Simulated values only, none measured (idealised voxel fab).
process module | voxel trench capacitor
cross-section cut | 260 nm wide | cells 5 nm
A cross-section is a grid of square cells, given in bands from the top down. A band is one or more rows of cells.
Each band's line starts with the height of the band's top and of its bottom, in nm. Then come its materials from left to right, each with its width in nm. One material with "throughout" fills the band from edge to edge. "air" is empty space.
Height 0 is the level under which the wafer as received is all one material. The lowest band goes on downwards, as in "0 down".
A width such as "30 to 40" changes by the same amount from each row of cells to the next, from the band's top row to its bottom row.
"no change" after a step means that no cell of the cross-section changed.
closed voids: empty space of 8 cells or more with no open way to the top, each as width x height at its distance from the left edge, in nm
after a step's settings: what the simulator itself notes on the step
overlay nm, on a step with a mask: how far to the right of its planned place the mask lay; to the left if negative
plan
1 op RECEIVE | material Si
2 op CONFORMAL_DEP | material SiN | thk nm 5
3 op DIRECTIONAL_DEP | material aC | thk nm 10
4 op PATTERN | tone open | mask id TRENCH | material resist | width nm 20 | pitch nm 40 | thk nm 30 | overlay nm 0
5 op DIRECTIONAL_ETCH | etch materials aC | depth nm 10
6 op STRIP | etch materials resist
7 op DIRECTIONAL_ETCH | etch materials SiN | depth nm 5
8 op DIRECTIONAL_ETCH | etch materials Si | depth nm 30
9 op STRIP | etch materials aC
10 op CONFORMAL_DEP | material Al2O3 | thk nm 5
11 op FILL_DEP | material polySi | thk nm 10
12 op CMP | height nm -5
varied across the wafers: height nm of step 12. The plan shows the first wafer's value. All wafers start alike
first wafer as received, after step 1
  0 down: Si throughout
  closed voids: none
first wafer at the end, after step 12
  -5 to -25: Si 100 | Al2O3 5 | polySi 10 | Al2O3 5 | Si 20 | Al2O3 5 | polySi 10 | Al2O3 5 | Si 100
  -25 to -30: Si 100 | Al2O3 20 | Si 20 | Al2O3 20 | Si 100
  -30 down: Si throughout
  closed voids: none
last wafer at the end
  20 to 10: polySi throughout
  10 to 5: Al2O3 105 | polySi 10 | Al2O3 30 | polySi 10 | Al2O3 105
  5 to 0: SiN 100 | Al2O3 5 | polySi 10 | Al2O3 5 | SiN 20 | Al2O3 5 | polySi 10 | Al2O3 5 | SiN 100
  0 to -25: Si 100 | Al2O3 5 | polySi 10 | Al2O3 5 | Si 20 | Al2O3 5 | polySi 10 | Al2O3 5 | Si 100
  -25 to -30: Si 100 | Al2O3 20 | Si 20 | Al2O3 20 | Si 100
  -30 down: Si throughout
  closed voids: none
each wafer at the end: cells of each material gained (+) or lost (-) since it was received, then its closed voids
height nm -5 | +24 Al2O3 | -92 Si | +16 polySi | closed voids: none
height nm 0 | +28 Al2O3 | -48 Si | +20 polySi | closed voids: none
height nm 5 | +32 Al2O3 | -48 Si | +44 SiN | +24 polySi | closed voids: none
height nm 10 | +80 Al2O3 | -48 Si | +44 SiN | +28 polySi | closed voids: none
height nm 15 | +80 Al2O3 | -48 Si | +44 SiN | +80 polySi | closed voids: none
height nm 20 | +80 Al2O3 | -48 Si | +44 SiN | +132 polySi | closed voids: none
